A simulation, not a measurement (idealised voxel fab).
Process module heading - voxel self aligned vias
Cross-sectional view cut (width: 160 nm; square cell size: 5 nm).
Cross-section = grid of square cells, listed top down in bands; band = one or more rows. Band: top and bottom heights (nm) first, top before bottom; then materials from left to right, widths in nm. "everywhere" marks a sole material filling the band edge to edge. "empty" denotes empty space. Ref level 0: as-received wafer is one material below here. Bottom band extends down with no lower bound ("0 -> down"). Note: "30 to 40" means the width goes from the first number (top row of the band) to the second number (bottom row) in equal steps per row of cells. Key: "remains unaltered" - step with no changed cell in the cross-section. What "Closed void list" gives you is every empty space of 8 cells or more that is cut off from the top. Each appears as width x height at distance, with the distance taken from the left edge and width, height and distance all in nm. Formally, on a step line, whatever follows the settings is a remark that the simulator itself makes on the step. A step's line can hold "overlay nm"; with a mask on that step, the setting says how far right of the planned place the mask lay, while a negative setting says it lay to the left.
Steps in the process plan
1. RECEIVE, material Si
2. CONFORMAL_DEP, material SiO2, thk nm 15
3. CONFORMAL_DEP, material SiCN, thk nm 5
4. DIRECTIONAL_DEP, material lowk, thk nm 20
5. MASKED_ETCH, tone open, mask id LINES, width nm 20, pitch nm 45, etch materials lowk, depth nm 20, overlay nm 0
6. CONFORMAL_DEP, material TiN, thk nm 5
7. FILL_DEP, material W, thk nm 5
8. CMP, height nm 40
9. SELECTIVE_ETCH, etch materials W Ru TiN, depth nm 10
10. FILL_DEP, material SiN, thk nm 5
11. CMP, height nm 40
12. DIRECTIONAL_DEP, material lowk, thk nm 15
13. PATTERN, tone open, mask id VIAS, material resist, width nm 30, pitch nm 45, thk nm 20, overlay nm 0
14. DIRECTIONAL_ETCH, etch materials lowk, depth nm 15
15. DIRECTIONAL_ETCH, etch materials SiN, depth nm 10
16. STRIP, etch materials resist
17. CONFORMAL_DEP, material TiN, thk nm 5
18. FILL_DEP, material Ru, thk nm 5
19. CMP, height nm 55
20. CONFORMAL_DEP, material SiN, thk nm 5
Received-state cross-section, reflecting completion of step 1
	0 -> down = Si everywhere
	Closed void list: none
The first of two wafers, cross-sectioned at the end of the module, with the run proceeding as planned
	60 -> 55 = SiN everywhere
	55 -> 45 = 40 lowk, then 5 TiN, then 20 Ru, then 5 TiN, then 15 lowk, then 5 TiN, then 20 Ru, then 5 TiN, then 45 lowk
	45 -> 35 = 40 to 45 lowk, then 10 to 5 TiN, then 10 Ru, then 10 to 5 TiN, then 15 to 25 lowk, then 10 to 5 TiN, then 10 Ru, then 10 to 5 TiN, then 45 to 50 lowk
	35 -> 30 = 45 lowk, then 20 TiN, then 25 lowk, then 20 TiN, then 50 lowk
	30 -> 25 = 45 lowk, then 5 TiN, then 10 W, then 5 TiN, then 25 lowk, then 5 TiN, then 10 W, then 5 TiN, then 50 lowk
	25 -> 20 = 45 lowk, then 20 TiN, then 25 lowk, then 20 TiN, then 50 lowk
	20 -> 15 = SiCN everywhere
	15 -> 0 = SiO2 everywhere
	0 -> down = Si everywhere
	Closed void list: none
Cross-sectional image of the second wafer of the two following completion of the module. Starting state and process plan were the same as for the first wafer; one execution error occurred
	60 -> 55 = SiN everywhere
	55 -> 40 = 40 lowk, then 5 TiN, then 20 Ru, then 5 TiN, then 15 lowk, then 5 TiN, then 20 Ru, then 5 TiN, then 45 lowk
	40 -> 35 = 40 SiN, then 10 TiN, then 10 Ru, then 10 TiN, then 15 SiN, then 10 TiN, then 10 Ru, then 10 TiN, then 45 SiN
	35 -> 30 = 45 lowk, then 20 TiN, then 25 lowk, then 20 TiN, then 50 lowk
	30 -> 20 = 45 lowk, then 5 TiN, then 10 W, then 5 TiN, then 25 lowk, then 5 TiN, then 10 W, then 5 TiN, then 50 lowk
	20 -> 15 = 45 lowk, then 20 TiN, then 25 lowk, then 20 TiN, then 50 lowk
	15 -> 0 = SiO2 everywhere
	0 -> down = Si everywhere
	Closed void list: none
Processing error: step 3 of the plan got skipped, so it never ran
Upon completion, the second wafer contains, in terms of cells, a greater or smaller amount of certain materials than the first wafer: 4 more of Ru | 32 fewer of SiCN | 20 more of SiN | 4 more of TiN | 4 more of W
